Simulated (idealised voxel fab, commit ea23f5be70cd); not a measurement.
Presented below is a process module, voxel ribs on slabs.
Shown is cross-section cut, with a width of 175 nm and square cells of size 5 nm.
Just so we're on the same page, the cross-sections are grids of square cells, and they're listed out in bands top to bottom, each band one or more rows deep.
A band entry consists of two parts. The first gives the height of the band's top and the height of its bottom, in nm. The rest lists the band's materials from left to right, each with its width in nm. A single material labelled with the word "throughout" fills the band from edge to edge, and the word "air" marks empty space.
Convention: height 0 is the level below which the wafer, as received, is all one material. The lowest band does not terminate at the bottom but continues downward, represented as "0 down".
So if you see something like "30 to 40" for the width, read it as the top row of the band sitting at the first number and the bottom row at the second, with every row in between moving by the same amount as the last.
Reading "no change occurred" for a step: not a cell of the cross-section changed in it.
The entry "Enclosed void entries" lists the empty spaces that cover at least 8 cells and have no open path to the top. Each is written as width x height at distance, where the distance is measured from the left edge and all three values are in nm.
Text after the settings on a step's line: the simulator's own remark on that step.
overlay nm: mask offset rightward from planned place, masked step; negative means leftward offset.
STEPS IN THE PROCESS PLAN
1 op RECEIVE | material Si
2 op DIRECTIONAL_DEP | material SiO2 | thk nm 20
3 op DIRECTIONAL_DEP | material SiN | thk nm 15
4 op DIRECTIONAL_DEP | material aC | thk nm 10
5 op PATTERN | tone cover | mask id RIB | material resist | width nm 25 | thk nm 25 | overlay nm 0
6 op DIRECTIONAL_ETCH | etch materials aC | depth nm 10
7 op STRIP | etch materials resist
8 op DIRECTIONAL_ETCH | etch materials SiN | depth nm 5
9 op STRIP | etch materials aC
10 op MASKED_ETCH | tone cover | mask id SLAB | width nm 85 | etch materials SiN | depth nm 10 | overlay nm 0
11 op FILL_DEP | material SiO2 | thk nm 25
12 op CMP | height nm 50
13 op DIRECTIONAL_DEP | material W | thk nm 5
14 op DIRECTIONAL_DEP | material aC | thk nm 10
15 op PATTERN | tone cover | mask id HEATER | material resist | width nm 35 | thk nm 25 | overlay nm 0
16 op DIRECTIONAL_ETCH | etch materials aC | depth nm 10
17 op STRIP | etch materials resist
18 op DIRECTIONAL_ETCH | etch materials W | depth nm 5
19 op STRIP | etch materials aC
20 op CONFORMAL_DEP | material SiO2 | thk nm 5
AS-RECEIVED STATE OF THE WAFER IN CROSS-SECTION, EQUIVALENT TO POST-STEP 1
  0 down: Si throughout
  Enclosed void entries: none
CROSS-SECTION, FIRST OF TWO WAFERS, END OF MODULE, RUN AS PLANNED
  60 to 55: air 65 nm; SiO2 45 nm; air 65 nm
  55 to 50: SiO2 70 nm; W 35 nm; SiO2 70 nm
  50 to 35: SiO2 throughout
  35 to 30: SiO2 75 nm; SiN 25 nm; SiO2 75 nm
  30 to 20: SiO2 45 nm; SiN 85 nm; SiO2 45 nm
  20 to 0: SiO2 throughout
  0 down: Si throughout
  Enclosed void entries: none
WAFER TWO, SECTIONED AFTER THE MODULE: THE FIRST WAFER'S START, THE FIRST WAFER'S PLAN, AND ONE MISTAKE IN HOW IT WAS RUN
  60 to 55: air 65 nm; SiO2 45 nm; air 65 nm
  55 to 50: SiO2 70 nm; W 35 nm; SiO2 70 nm
  50 to 30: SiO2 throughout
  30 to 25: SiN 45 nm; SiO2 85 nm; SiN 45 nm
  25 to 20: SiN 45 nm; SiO2 30 nm; SiN 25 nm; SiO2 30 nm; SiN 45 nm
  20 to 0: SiO2 throughout
  0 down: Si throughout
  Enclosed void entries: none
Diagnosis: it should be noted that step 10 was executed with settings other than those planned, the operation and settings actually applied being op MASKED_ETCH | tone open | mask id SLAB | width nm 85 | etch materials SiN | depth nm 10 | overlay nm 0
Looking at both finished wafers in cells, the second ends up ahead of or behind the first on some materials: SiN +2; SiO2 -2
